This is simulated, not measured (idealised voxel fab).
Process module, titled voxel transistor to metal
In the cross-section labelled cut, the width is 205 nm and each square cell is 5 nm.
When this document writes out a cross-section, it uses a grid of square cells and lists it as bands, beginning at the top and moving down, with a band standing for one or more rows of cells. Band: top and bottom heights (nm) first, top before bottom; then materials from left to right, widths in nm. "all across" marks a sole material filling the band edge to edge. "blank" denotes empty space. Where do heights start? At 0: under that level the wafer as delivered is made of one material only. And the lowest band has no floor; it just carries on downward, as in "from 0 down". Read "30 to 40" as a graded width: first number on top, second number at the bottom, same change between each pair of neighbouring rows. "stayed the same" means the step left every cell of the cross-section as it was. Listed in "Enclosed void entries": every empty space of 8 or more cells without an open way to the top. Form: width x height at distance, the distance being from the left edge, all in nm. It should be noted that, on the line of a given step, the content following the step's settings is a remark produced by the simulator itself with respect to that step. What "overlay nm" on a step's line means: if the step has a mask, that mask lay this far to the right of its planned place, or, when the value is negative, to the left.

**This section lists the process steps that were planned**
1. RECEIVE with material Si
2. OXIDIZE with depth nm 5
3. CONFORMAL_DEP with material SiN, thk nm 15
4. PATTERN with tone cover, mask id ACTIVE, material resist, width nm 100, thk nm 15, overlay nm 0
5. DIRECTIONAL_ETCH with etch materials SiN, depth nm 15
6. DIRECTIONAL_ETCH with etch materials SiO2, depth nm 5
7. DIRECTIONAL_ETCH with etch materials Si, depth nm 30
8. STRIP with etch materials resist
9. OXIDIZE with depth nm 5
10. FILL_DEP with material SiO2, thk nm 10
11. CMP with height nm 15
12. SELECTIVE_ETCH with etch materials SiO2, depth nm 5
13. STRIP with etch materials SiN
14. SELECTIVE_ETCH with etch materials SiO2, depth nm 5
15. OXIDIZE with depth nm 5
16. DIRECTIONAL_DEP with material polySi, thk nm 30
17. DIRECTIONAL_DEP with material SiCN, thk nm 15
18. MASKED_ETCH with tone cover, mask id GATE, width nm 20, etch materials SiCN, depth nm 25, overlay nm 0
19. MASKED_ETCH with tone cover, mask id GATE, width nm 20, etch materials polySi, depth nm 40, overlay nm 0
20. CONFORMAL_DEP with material SiN, thk nm 10
21. DIRECTIONAL_ETCH with etch materials SiN, depth nm 10
22. DIRECTIONAL_ETCH with etch materials SiO2, depth nm 5
23. DIRECTIONAL_ETCH with etch materials Si, depth nm 10
24. EPI with material SiGe, thk nm 15
25. FILL_DEP with material SiO2, thk nm 10
26. CMP with height nm 40
27. DIRECTIONAL_DEP with material SiO2, thk nm 10
28. PATTERN with tone open, mask id CONTACT, material resist, width nm 20, pitch nm 70, thk nm 15, overlay nm 0
29. DIRECTIONAL_ETCH with etch materials SiO2, depth nm 55
30. STRIP with etch materials resist
31. CONFORMAL_DEP with material TiN, thk nm 5
32. FILL_DEP with material W, thk nm 10
33. CMP with height nm 50
34. DIRECTIONAL_DEP with material TiN, thk nm 5
35. DIRECTIONAL_DEP with material Ru, thk nm 25
36. MASKED_ETCH with tone cover, mask id METAL_1, width nm 20, pitch nm 70, etch materials Ru, depth nm 25, overlay nm 0
37. MASKED_ETCH with tone cover, mask id METAL_1, width nm 20, pitch nm 70, etch materials TiN, depth nm 5, overlay nm 0
38. FILL_DEP with material SiO2, thk nm 5
39. CMP with height nm 80
40. CONFORMAL_DEP with material SiN, thk nm 5

**Here's what the wafer looked like in cross-section when it arrived - that's after step 1**
    from 0 down  Si all across
    Enclosed void entries: none

**First of two wafers: cross-section at end of module, run per plan**
    from 85 to 80  SiN all across
    from 80 to 55  SiO2 55  Ru 20  SiO2 50  Ru 20  SiO2 60
    from 55 to 50  SiO2 55  TiN 20  SiO2 50  TiN 20  SiO2 60
    from 50 to 40  SiO2 55  TiN 5  W 10  TiN 5  SiO2 50  TiN 5  W 10  TiN 5  SiO2 60
    from 40 to 25  SiO2 55  TiN 5  W 10  TiN 5  SiO2 5  SiN 10  SiCN 20  SiN 10  SiO2 5  TiN 5  W 10  TiN 5  SiO2 60
    from 25 to 10  SiO2 55  TiN 5  W 10  TiN 5  SiO2 5  SiN 10  polySi 20  SiN 10  SiO2 5  TiN 5  W 10  TiN 5  SiO2 60
    from 10 to 5  SiO2 55  TiN 20  SiO2 5  SiN 10  polySi 20  SiN 10  SiO2 5  TiN 20  SiO2 60
    from 5 to -5  SiO2 45  SiN 10  TiN 10  SiGe 15  SiN 10  polySi 20  SiN 10  SiGe 15  TiN 10  SiN 10  SiO2 50
    from -5 to -10  SiO2 55  SiGe 25  SiO2 40  SiGe 25  SiO2 60
    from -10 to -20  SiO2 55  SiGe 25  Si 40  SiGe 25  SiO2 60
    from -20 to -40  SiO2 55  Si 90  SiO2 60
    from -40 down  Si all across
    Enclosed void entries: none

**Cross-section at end of module for the second wafer of two, which matched the first in starting point and plan and differed by one mistake in its processing**
    from 85 to 80  SiN all across
    from 80 to 55  SiO2 55  Ru 20  SiO2 50  Ru 20  SiO2 60
    from 55 to 50  SiO2 55  TiN 20  SiO2 50  TiN 20  SiO2 60
    from 50 to 40  SiO2 55  TiN 5  W 10  TiN 5  SiO2 50  TiN 5  W 10  TiN 5  SiO2 60
    from 40 to 30  SiO2 55  TiN 5  W 10  TiN 5  SiO2 5  SiN 10  SiCN 20  SiN 10  SiO2 5  TiN 5  W 10  TiN 5  SiO2 60
    from 30 to 15  SiO2 55  TiN 5  W 10  TiN 5  SiO2 5  SiN 10  polySi 20  SiN 10  SiO2 5  TiN 5  W 10  TiN 5  SiO2 60
    from 15 to 10  SiO2 55  TiN 20  SiO2 5  SiN 10  polySi 20  SiN 10  SiO2 5  TiN 20  SiO2 60
    from 10 to 5  SiO2 55  SiGe 25  SiN 10  polySi 20  SiN 10  SiGe 25  SiO2 60
    from 5 to 0  SiO2 50  SiN 10  SiGe 20  SiN 10  polySi 20  SiN 10  SiGe 20  SiN 10  SiO2 55
    from 0 to -5  SiO2 60  SiGe 20  SiO2 40  SiGe 20  SiO2 65
    from -5 to -15  SiO2 55  Si 5  SiGe 20  Si 40  SiGe 20  Si 5  SiO2 60
    from -15 to -40  SiO2 55  Si 90  SiO2 60
    from -40 down  Si all across
    Enclosed void entries: none
Here's what went sideways: steps 13 and 14 of the plan were run in the wrong order, each in the other's place
Per the end-of-run cell counts, the second wafer holds more or fewer of some materials than the first: Si +22, SiCN -4, SiN -8, SiO2 +6, TiN -12, W -4
